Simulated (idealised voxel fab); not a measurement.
process module | voxel self aligned contacts
cross-section cut | 260 nm wide | cells 5 nm
A cross-section is a grid of square cells, given in bands from the top down. A band is one or more rows of cells.
Each band's line starts with the height of the band's top and of its bottom, in nm. Then come its materials from left to right, each with its width in nm. One material with "throughout" fills the band from edge to edge. "air" is empty space.
Height 0 is the level under which the wafer as received is all one material. The lowest band goes on downwards, as in "0 down".
A width such as "30 to 40" changes by the same amount from each row of cells to the next, from the band's top row to its bottom row.
"no change" after a step means that no cell of the cross-section changed.
closed voids: empty space of 8 cells or more with no open way to the top, each as width x height at its distance from the left edge, in nm
after a step's settings: what the simulator itself notes on the step
overlay nm, on a step with a mask: how far to the right of its planned place the mask lay; to the left if negative
plan
1 op RECEIVE | material Si
2 op OXIDIZE | depth nm 5
3 op DIRECTIONAL_DEP | material polySi | thk nm 25
4 op DIRECTIONAL_DEP | material SiN | thk nm 25
5 op MASKED_ETCH | tone cover | mask id GATE | width nm 30 | pitch nm 75 | etch materials SiN | depth nm 25 | overlay nm 0
6 op MASKED_ETCH | tone cover | mask id GATE | width nm 30 | pitch nm 75 | etch materials polySi | depth nm 25 | overlay nm 0
7 op CONFORMAL_DEP | material SiN | thk nm 10
8 op DIRECTIONAL_ETCH | etch materials SiN | depth nm 10
9 op FILL_DEP | material SiO2 | thk nm 15
10 op CMP | height nm 60
11 op DIRECTIONAL_DEP | material aC | thk nm 10
12 op PATTERN | tone open | mask id CONTACT | material resist | width nm 55 | pitch nm 75 | thk nm 30 | overlay nm 0
13 op DIRECTIONAL_ETCH | etch materials aC | depth nm 10
14 op STRIP | etch materials resist
15 op DIRECTIONAL_ETCH | etch materials SiO2 | depth nm 65
16 op STRIP | etch materials aC
17 op CONFORMAL_DEP | material TiN | thk nm 5
18 op FILL_DEP | material Ru | thk nm 10
19 op CMP | height nm 60
20 op CONFORMAL_DEP | material SiCN | thk nm 5
first wafer, as planned
as received, after step 1
  0 down: Si throughout
  closed voids: none
after step 2
  0 to -5: SiO2 throughout
  below -5: unchanged
after step 3
  25 to 0: polySi throughout
  below 0: unchanged
after step 4
  50 to 25: SiN throughout
  below 25: unchanged
after step 5
  50 to 25: air 40 | SiN 30 | air 45 | SiN 30 | air 45 | SiN 30 | air 40
  below 25: unchanged
after step 6
  50 to 25: air 40 | SiN 30 | air 45 | SiN 30 | air 45 | SiN 30 | air 40
  25 to 0: air 40 | polySi 30 | air 45 | polySi 30 | air 45 | polySi 30 | air 40
  below 0: unchanged
after step 7
  60 to 25: air 30 | SiN 50 | air 25 | SiN 50 | air 25 | SiN 50 | air 30
  25 to 10: air 30 | SiN 10 | polySi 30 | SiN 10 | air 25 | SiN 10 | polySi 30 | SiN 10 | air 25 | SiN 10 | polySi 30 | SiN 10 | air 30
  10 to 0: SiN 40 | polySi 30 | SiN 45 | polySi 30 | SiN 45 | polySi 30 | SiN 40
  below 0: unchanged
after step 8
  50 to 25: air 30 | SiN 50 | air 25 | SiN 50 | air 25 | SiN 50 | air 30
  25 to 0: air 30 | SiN 10 | polySi 30 | SiN 10 | air 25 | SiN 10 | polySi 30 | SiN 10 | air 25 | SiN 10 | polySi 30 | SiN 10 | air 30
  below 0: unchanged
after step 9
  65 to 50: SiO2 throughout
  50 to 25: SiO2 30 | SiN 50 | SiO2 25 | SiN 50 | SiO2 25 | SiN 50 | SiO2 30
  25 to 0: SiO2 30 | SiN 10 | polySi 30 | SiN 10 | SiO2 25 | SiN 10 | polySi 30 | SiN 10 | SiO2 25 | SiN 10 | polySi 30 | SiN 10 | SiO2 30
  below 0: unchanged
after step 10
  60 to 50: SiO2 throughout
  below 50: unchanged
after step 11
  70 to 60: aC throughout
  below 60: unchanged
after step 12
  100 to 70: resist 65 | air 55 | resist 20 | air 55 | resist 65
  below 70: unchanged
after step 13
  90 to 70: resist 65 | air 55 | resist 20 | air 55 | resist 65
  70 to 60: aC 65 | air 55 | aC 20 | air 55 | aC 65
  below 60: unchanged
after step 14
  70 to 60: aC 65 | air 55 | aC 20 | air 55 | aC 65
  below 60: unchanged
after step 15
  70 to 60: aC 65 | air 55 | aC 20 | air 55 | aC 65
  60 to 50: SiO2 65 | air 55 | SiO2 20 | air 55 | SiO2 65
  50 to 25: SiO2 30 | SiN 50 | air 25 | SiN 50 | air 25 | SiN 50 | SiO2 30
  25 to 0: SiO2 30 | SiN 10 | polySi 30 | SiN 10 | air 25 | SiN 10 | polySi 30 | SiN 10 | air 25 | SiN 10 | polySi 30 | SiN 10 | SiO2 30
  0 to -5: SiO2 80 | air 25 | SiO2 50 | air 25 | SiO2 80
  below -5: unchanged
after step 16
  60 to 50: SiO2 65 | air 55 | SiO2 20 | air 55 | SiO2 65
  below 50: unchanged
after step 17
  65 to 60: TiN 70 | air 45 | TiN 30 | air 45 | TiN 70
  60 to 50: SiO2 65 | TiN 5 to 20 | air 45 to 15 | TiN 5 to 20 | SiO2 20 | TiN 5 to 20 | air 45 to 15 | TiN 5 to 20 | SiO2 65
  50 to 25: SiO2 30 | SiN 50 | TiN 5 | air 15 | TiN 5 | SiN 50 | TiN 5 | air 15 | TiN 5 | SiN 50 | SiO2 30
  25 to 0: SiO2 30 | SiN 10 | polySi 30 | SiN 10 | TiN 5 | air 15 | TiN 5 | SiN 10 | polySi 30 | SiN 10 | TiN 5 | air 15 | TiN 5 | SiN 10 | polySi 30 | SiN 10 | SiO2 30
  0 to -5: SiO2 80 | TiN 25 | SiO2 50 | TiN 25 | SiO2 80
  below -5: unchanged
after step 18
  75 to 65: Ru throughout
  65 to 60: TiN 70 | Ru 45 | TiN 30 | Ru 45 | TiN 70
  60 to 50: SiO2 65 | TiN 5 to 20 | Ru 45 to 15 | TiN 5 to 20 | SiO2 20 | TiN 5 to 20 | Ru 45 to 15 | TiN 5 to 20 | SiO2 65
  50 to 25: SiO2 30 | SiN 50 | TiN 5 | Ru 15 | TiN 5 | SiN 50 | TiN 5 | Ru 15 | TiN 5 | SiN 50 | SiO2 30
  25 to 0: SiO2 30 | SiN 10 | polySi 30 | SiN 10 | TiN 5 | Ru 15 | TiN 5 | SiN 10 | polySi 30 | SiN 10 | TiN 5 | Ru 15 | TiN 5 | SiN 10 | polySi 30 | SiN 10 | SiO2 30
  below 0: unchanged
after step 19
  60 to 50: SiO2 65 | TiN 5 to 20 | Ru 45 to 15 | TiN 5 to 20 | SiO2 20 | TiN 5 to 20 | Ru 45 to 15 | TiN 5 to 20 | SiO2 65
  below 50: unchanged
after step 20
  65 to 60: SiCN throughout
  below 60: unchanged
second wafer: like start, like plan, one mistake. Through step 3 it matches the first wafer
when step 4 should have ended
  75 to 25: SiN throughout
  below 25: unchanged
when step 5 should have ended
  75 to 50: air 40 | SiN 30 | air 45 | SiN 30 | air 45 | SiN 30 | air 40
  below 50: unchanged
when step 6 should have ended: no change
when step 7 should have ended
  85 to 60: air 30 | SiN 50 | air 25 | SiN 50 | air 25 | SiN 50 | air 30
  60 to 25: SiN throughout
  below 25: unchanged
when step 8 should have ended
  75 to 50: air 30 | SiN 50 | air 25 | SiN 50 | air 25 | SiN 50 | air 30
  below 50: unchanged
when step 9 should have ended
  90 to 75: SiO2 throughout
  75 to 50: SiO2 30 | SiN 50 | SiO2 25 | SiN 50 | SiO2 25 | SiN 50 | SiO2 30
  below 50: unchanged
when step 10 should have ended
  60 to 50: SiO2 30 | SiN 50 | SiO2 25 | SiN 50 | SiO2 25 | SiN 50 | SiO2 30
  below 50: unchanged
when step 11 should have ended
  70 to 60: aC throughout
  below 60: unchanged
when step 12 should have ended
  100 to 70: resist 65 | air 55 | resist 20 | air 55 | resist 65
  below 70: unchanged
when step 13 should have ended
  90 to 70: resist 65 | air 55 | resist 20 | air 55 | resist 65
  70 to 60: aC 65 | air 55 | aC 20 | air 55 | aC 65
  below 60: unchanged
when step 14 should have ended
  70 to 60: aC 65 | air 55 | aC 20 | air 55 | aC 65
  below 60: unchanged
when step 15 should have ended
  70 to 60: aC 65 | air 55 | aC 20 | air 55 | aC 65
  60 to 50: SiO2 30 | SiN 50 | air 25 | SiN 50 | air 25 | SiN 50 | SiO2 30
  below 50: unchanged
when step 16 should have ended
  60 to 50: SiO2 30 | SiN 50 | air 25 | SiN 50 | air 25 | SiN 50 | SiO2 30
  below 50: unchanged
when step 17 should have ended
  65 to 60: TiN 85 | air 15 | TiN 60 | air 15 | TiN 85
  60 to 55: SiO2 30 | SiN 50 | TiN 5 | air 15 | TiN 5 | SiN 50 | TiN 5 | air 15 | TiN 5 | SiN 50 | SiO2 30
  55 to 50: SiO2 30 | SiN 50 | TiN 25 | SiN 50 | TiN 25 | SiN 50 | SiO2 30
  below 50: unchanged
when step 18 should have ended
  75 to 65: Ru throughout
  65 to 60: TiN 85 | Ru 15 | TiN 60 | Ru 15 | TiN 85
  60 to 55: SiO2 30 | SiN 50 | TiN 5 | Ru 15 | TiN 5 | SiN 50 | TiN 5 | Ru 15 | TiN 5 | SiN 50 | SiO2 30
  below 55: unchanged
when step 19 should have ended
  60 to 55: SiO2 30 | SiN 50 | TiN 5 | Ru 15 | TiN 5 | SiN 50 | TiN 5 | Ru 15 | TiN 5 | SiN 50 | SiO2 30
  below 55: unchanged
when step 20 should have ended
  65 to 60: SiCN throughout
  below 60: unchanged
what went wrong: step 4 was run twice
at the end the second wafer has, in cells: 78 fewer of Ru | 110 more of SiN | 146 fewer of SiO2 | 56 fewer of TiN | 170 more of polySi
